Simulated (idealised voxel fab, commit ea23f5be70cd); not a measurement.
Documented hereafter: the process module known as voxel lift off.
For reference, the cross-section in this document is cut, with width 195 nm and square cells of 5 nm.
A cross-section in this document is a grid of square cells, and it is written down as bands, the top band listed before the ones below it; a band is made up of one or more rows of cells.
Per band: top height and bottom height in nm, followed by the left-to-right materials and their widths in nm; "everywhere" marks a single material spanning edge to edge, "empty" marks empty space.
Heights are measured from 0, the level below which the as-received wafer is all one material; the lowest band has no bottom and continues downward, written as in "0..down".
Top row gets the first number, bottom row gets the second, and each row in between changes by the same step: that is how a band width like "30 to 40" works.
Basically "all unchanged" means that step didn't change any cell in the cross-section.
Voids not open to the top, 8 cells minimum: see "Trapped cavities". Written width x height at distance; distance is from the left edge; nm.
Past the settings on a step's line: simulator remark, on that step.
overlay nm: on a step with a mask, how far right of its planned place the mask lay; negative means left.

Steps planned for the process
1: RECEIVE [material Si]
2: CONFORMAL_DEP [material SiN] [thk nm 5]
3: PATTERN [tone open] [mask id LINES] [material resist] [width nm 30] [pitch nm 50] [thk nm 15] [overlay nm 0]
4: DIRECTIONAL_DEP [material Ru] [thk nm 5]
5: STRIP [etch materials resist]
6: CONFORMAL_DEP [material SiO2] [thk nm 10]

First of two wafers, with the run carried out as planned

Step 1 complete: cross-section of the wafer as received
    0..down  Si everywhere
    Trapped cavities: none

Presented here is a cross-section of the wafer after step 2 has been performed
    5..0  SiN everywhere
    Below 0, no change.

Presented here is a cross-section of the wafer after step 3 has been performed
    20..5  resist 30 nm  empty 30 nm  resist 20 nm  empty 30 nm  resist 20 nm  empty 30 nm  resist 35 nm
    Below 5, no change.

Presented here is a cross-section of the wafer after step 4 has been performed
    25..20  Ru 30 nm  empty 30 nm  Ru 20 nm  empty 30 nm  Ru 20 nm  empty 30 nm  Ru 35 nm
    20..10  resist 30 nm  empty 30 nm  resist 20 nm  empty 30 nm  resist 20 nm  empty 30 nm  resist 35 nm
    10..5  resist 30 nm  Ru 30 nm  resist 20 nm  Ru 30 nm  resist 20 nm  Ru 30 nm  resist 35 nm
    Below 5, no change.

Presented here is a cross-section of the wafer after step 5 has been performed
    10..5  empty 30 nm  Ru 30 nm  empty 20 nm  Ru 30 nm  empty 20 nm  Ru 30 nm  empty 35 nm
    Below 5, no change.

Presented here is a cross-section of the wafer after step 6 has been performed
    20..15  empty 20 nm  SiO2 150 nm  empty 25 nm
    15..10  SiO2 everywhere
    10..5  SiO2 30 nm  Ru 30 nm  SiO2 20 nm  Ru 30 nm  SiO2 20 nm  Ru 30 nm  SiO2 35 nm
    Below 5, no change.

Second wafer, same starting state and plan as the first, one mistake in the run, identical through step 2

Cross-section of the second wafer at the time step 3 of the plan should have ended
    20..5  resist 35 nm  empty 20 nm  resist 30 nm  empty 20 nm  resist 30 nm  empty 20 nm  resist 40 nm
    Below 5, no change.

Cross-section of the second wafer at the time step 4 of the plan should have ended
    25..20  Ru 35 nm  empty 20 nm  Ru 30 nm  empty 20 nm  Ru 30 nm  empty 20 nm  Ru 40 nm
    20..10  resist 35 nm  empty 20 nm  resist 30 nm  empty 20 nm  resist 30 nm  empty 20 nm  resist 40 nm
    10..5  resist 35 nm  Ru 20 nm  resist 30 nm  Ru 20 nm  resist 30 nm  Ru 20 nm  resist 40 nm
    Below 5, no change.

Cross-section of the second wafer at the time step 5 of the plan should have ended
    10..5  empty 35 nm  Ru 20 nm  empty 30 nm  Ru 20 nm  empty 30 nm  Ru 20 nm  empty 40 nm
    Below 5, no change.

Cross-section of the second wafer at the time step 6 of the plan should have ended
    20..15  empty 25 nm  SiO2 40 nm  empty 10 nm  SiO2 40 nm  empty 10 nm  SiO2 40 nm  empty 30 nm
    15..10  SiO2 everywhere
    10..5  SiO2 35 nm  Ru 20 nm  SiO2 30 nm  Ru 20 nm  SiO2 30 nm  Ru 20 nm  SiO2 40 nm
    Below 5, no change.
What was done differently from what was planned? planned and actual differ for step 3; actual: PATTERN [tone open] [mask id LINES] [material resist] [width nm 20] [pitch nm 50] [thk nm 15] [overlay nm 0]
Bottom line after processing is that, in cells, the second wafer is up or down on some materials versus the first: -6 Ru
